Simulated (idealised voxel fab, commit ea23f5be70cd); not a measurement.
Presented below is a process module, voxel air gaps.
300 nm wide, 5 nm square cells: that's cross-section cut.
Cross-section layout: square cells on a grid; listed as bands, top to bottom; a band spans one or more cell rows.
What a band's entry tells you: where the top is and where the bottom is, as heights in nm, and after that what lies inside, material by material from left to right, each with its width in nm. Empty space is written as the word "air", and a single material marked with the word "all across" occupies the band from edge to edge.
A quick word on heights: they are counted from 0, and under that level the wafer as it came to us is one material throughout. The lowest band is different from the rest in having no bottom; it simply continues downward, written as in "0 and below".
A width such as "30->40" changes by the same amount from each row of cells to the next, from the band's top row to its bottom row.
"changes: none" (step): cross-section cells unchanged, all of them.
Closed empty spaces (no open way to the top) of 8 cells or more are what "Sealed internal cavities" lists, each as width x height at distance from the left edge, nm for all three.
Where a step's line continues beyond its settings, the continuation is a remark by the simulator itself on that step.
The line of a step may include "overlay nm". On a step with a mask, this value is how far to the right of its planned place the mask lay. A negative value means the mask lay to the left.
Set out below are the planned steps of the process
- 1: RECEIVE,material Si
- 2: CONFORMAL_DEP,material SiO2,thk nm 10
- 3: CONFORMAL_DEP,material SiCN,thk nm 5
- 4: DIRECTIONAL_DEP,material SiO2,thk nm 40
- 5: MASKED_ETCH,tone open,mask id LINES,width nm 25,pitch nm 50,etch materials SiO2,depth nm 40,overlay nm -15
- 6: CONFORMAL_DEP,material TiN,thk nm 5
- 7: FILL_DEP,material Ru,thk nm 10
- 8: CMP,height nm 55
- 9: EPI,material Ru,thk nm 10
- 10: SELECTIVE_ETCH,etch materials SiO2,depth nm 50
- 11: CONFORMAL_DEP,material SiCN,thk nm 5
All wafers enter the flow in the same state. The overlay nm at step 5 differs from wafer to wafer, and the plan gives the value for the first wafer.
The first of several wafers as received, shown in cross-section; this is its state after step 1
> 0 and below  Si all across
> Sealed internal cavities: none
Take a look at the first of several wafers in cross-section: the module is done, and step 11 was its last step
> 70 down to 65  air (55); SiCN (155); air (90)
> 65 down to 55  air (55); SiCN (5); Ru (45); SiCN (5); Ru (45); SiCN (5); Ru (45); SiCN (5); air (90)
> 55 down to 50  air (55); SiCN (15); TiN (5); Ru (15); TiN (5); SiCN (25); TiN (5); Ru (15); TiN (5); SiCN (25); TiN (5); Ru (15); TiN (5); SiCN (15); air (90)
> 50 down to 20  air (65); SiCN (5); TiN (5); Ru (15); TiN (5); SiCN (5); air (15); SiCN (5); TiN (5); Ru (15); TiN (5); SiCN (5); air (15); SiCN (5); TiN (5); Ru (15); TiN (5); SiCN (5); air (100)
> 20 down to 15  SiCN (70); TiN (25); SiCN (25); TiN (25); SiCN (25); TiN (25); SiCN (105)
> 15 down to 10  SiCN all across
> 10 down to 0  SiO2 all across
> 0 and below  Si all across
> Sealed internal cavities: 15 x 30 at 100; 15 x 30 at 150
Last wafer, end of module, cross-section
> 70 down to 65  air (85); SiCN (155); air (60)
> 65 down to 55  air (85); SiCN (5); Ru (45); SiCN (5); Ru (45); SiCN (5); Ru (45); SiCN (5); air (60)
> 55 down to 50  air (85); SiCN (15); TiN (5); Ru (15); TiN (5); SiCN (25); TiN (5); Ru (15); TiN (5); SiCN (25); TiN (5); Ru (15); TiN (5); SiCN (15); air (60)
> 50 down to 20  air (95); SiCN (5); TiN (5); Ru (15); TiN (5); SiCN (5); air (15); SiCN (5); TiN (5); Ru (15); TiN (5); SiCN (5); air (15); SiCN (5); TiN (5); Ru (15); TiN (5); SiCN (5); air (70)
> 20 down to 15  SiCN (100); TiN (25); SiCN (25); TiN (25); SiCN (25); TiN (25); SiCN (75)
> 15 down to 10  SiCN all across
> 10 down to 0  SiO2 all across
> 0 and below  Si all across
> Sealed internal cavities: 15 x 30 at 130; 15 x 30 at 180
Rows = wafers. At module end, each row lists per material the cells gained (+) or lost (-) since the wafer was received, then the closed voids
overlay nm -15, +117 Ru, +196 SiCN, +120 SiO2, +57 TiN, Sealed internal cavities: 15 x 30 at 100; 15 x 30 at 150
overlay nm -10, +117 Ru, +196 SiCN, +120 SiO2, +57 TiN, Sealed internal cavities: 15 x 30 at 105; 15 x 30 at 155
overlay nm -5, +117 Ru, +196 SiCN, +120 SiO2, +57 TiN, Sealed internal cavities: 15 x 30 at 110; 15 x 30 at 160
overlay nm 0, +117 Ru, +196 SiCN, +120 SiO2, +57 TiN, Sealed internal cavities: 15 x 30 at 115; 15 x 30 at 165
overlay nm 5, +117 Ru, +196 SiCN, +120 SiO2, +57 TiN, Sealed internal cavities: 15 x 30 at 120; 15 x 30 at 170
overlay nm 10, +117 Ru, +196 SiCN, +120 SiO2, +57 TiN, Sealed internal cavities: 15 x 30 at 125; 15 x 30 at 175
overlay nm 15, +117 Ru, +196 SiCN, +120 SiO2, +57 TiN, Sealed internal cavities: 15 x 30 at 130; 15 x 30 at 180
